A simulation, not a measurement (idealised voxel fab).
voxel ribs on slabs: a process module
The width of the displayed cross-section, cut, is 240 nm; its cells are square, with a size of 5 nm.
Cross-section, as written here: a square-cell grid given band by band from the top down, where a band holds one or more rows of cells. Band entry format. Leading values: height of top, height of bottom, nm. Remainder: materials in left-to-right order, each with its width in nm. Special words: "all across" on a single material, which then fills the band edge to edge; "empty", empty space. All heights in this document are referenced to 0, defined as the level beneath which the wafer, as received, consists entirely of one material. The lowest band is not bounded below; it extends indefinitely downward and is written in the form "0 and below". Width spec "30->40" -> top row of cells at first value, bottom row at second value, equal per-row change in between. "nothing changed" means the step left every cell of the cross-section as it was. Entry "Enclosed void listing" = empty spaces >= 8 cells with no open way to the top; each as width x height at distance, distance from left edge, all nm. The remark found on a step's line after its settings is issued by the simulator itself and pertains to that step. What "overlay nm" on a step's line means: if the step has a mask, that mask lay this far to the right of its planned place, or, when the value is negative, to the left.
This section lists the process steps that were planned:
step 1: RECEIVE | material Si
step 2: DIRECTIONAL_DEP | material SiO2 | thk nm 30
step 3: DIRECTIONAL_DEP | material SiN | thk nm 25
step 4: MASKED_ETCH | tone cover | mask id RIB | width nm 30 | etch materials SiN | depth nm 20 | overlay nm -15
step 5: PATTERN | tone cover | mask id SLAB | material resist | width nm 80 | thk nm 20 | overlay nm 0
step 6: DIRECTIONAL_ETCH | etch materials SiN | depth nm 5
step 7: STRIP | etch materials resist
step 8: FILL_DEP | material SiO2 | thk nm 20
step 9: CMP | height nm 65
step 10: DIRECTIONAL_DEP | material TiN | thk nm 5
step 11: MASKED_ETCH | tone cover | mask id HEATER | width nm 40 | etch materials TiN | depth nm 5 | overlay nm 0
step 12: CONFORMAL_DEP | material SiO2 | thk nm 10
Keep in mind the plan's value for the overlay nm of step 4 comes from the first wafer; the wafers don't share that setting, but they do share the same starting point.
first wafer as received, after step 1:
  0 and below = Si all across
  Enclosed void listing: none
Here is the cross-section of the first of several wafers at the end of the module, after its last step, step 12:
  80 down to 75 = empty=90, then SiO2=60, then empty=90
  75 down to 70 = SiO2 all across
  70 down to 65 = SiO2=100, then TiN=40, then SiO2=100
  65 down to 55 = SiO2 all across
  55 down to 35 = SiO2=90, then SiN=30, then SiO2=120
  35 down to 30 = SiO2=80, then SiN=80, then SiO2=80
  30 down to 0 = SiO2 all across
  0 and below = Si all across
  Enclosed void listing: none
The last wafer as seen in cross-section at the end of the module:
  80 down to 75 = empty=90, then SiO2=60, then empty=90
  75 down to 70 = SiO2 all across
  70 down to 65 = SiO2=100, then TiN=40, then SiO2=100
  65 down to 55 = SiO2 all across
  55 down to 35 = SiO2=120, then SiN=30, then SiO2=90
  35 down to 30 = SiO2=80, then SiN=80, then SiO2=80
  30 down to 0 = SiO2 all across
  0 and below = Si all across
  Enclosed void listing: none
Each row below is a wafer at the end of the module, listing for every material the number of cells it has gained (+) or lost (-) since it was received, followed by its closed voids:
overlay nm -15, +40 SiN, +684 SiO2, +8 TiN, Enclosed void listing: none
overlay nm -10, +40 SiN, +684 SiO2, +8 TiN, Enclosed void listing: none
overlay nm -5, +40 SiN, +684 SiO2, +8 TiN, Enclosed void listing: none
overlay nm 0, +40 SiN, +684 SiO2, +8 TiN, Enclosed void listing: none
overlay nm 5, +40 SiN, +684 SiO2, +8 TiN, Enclosed void listing: none
overlay nm 10, +40 SiN, +684 SiO2, +8 TiN, Enclosed void listing: none
overlay nm 15, +40 SiN, +684 SiO2, +8 TiN, Enclosed void listing: none
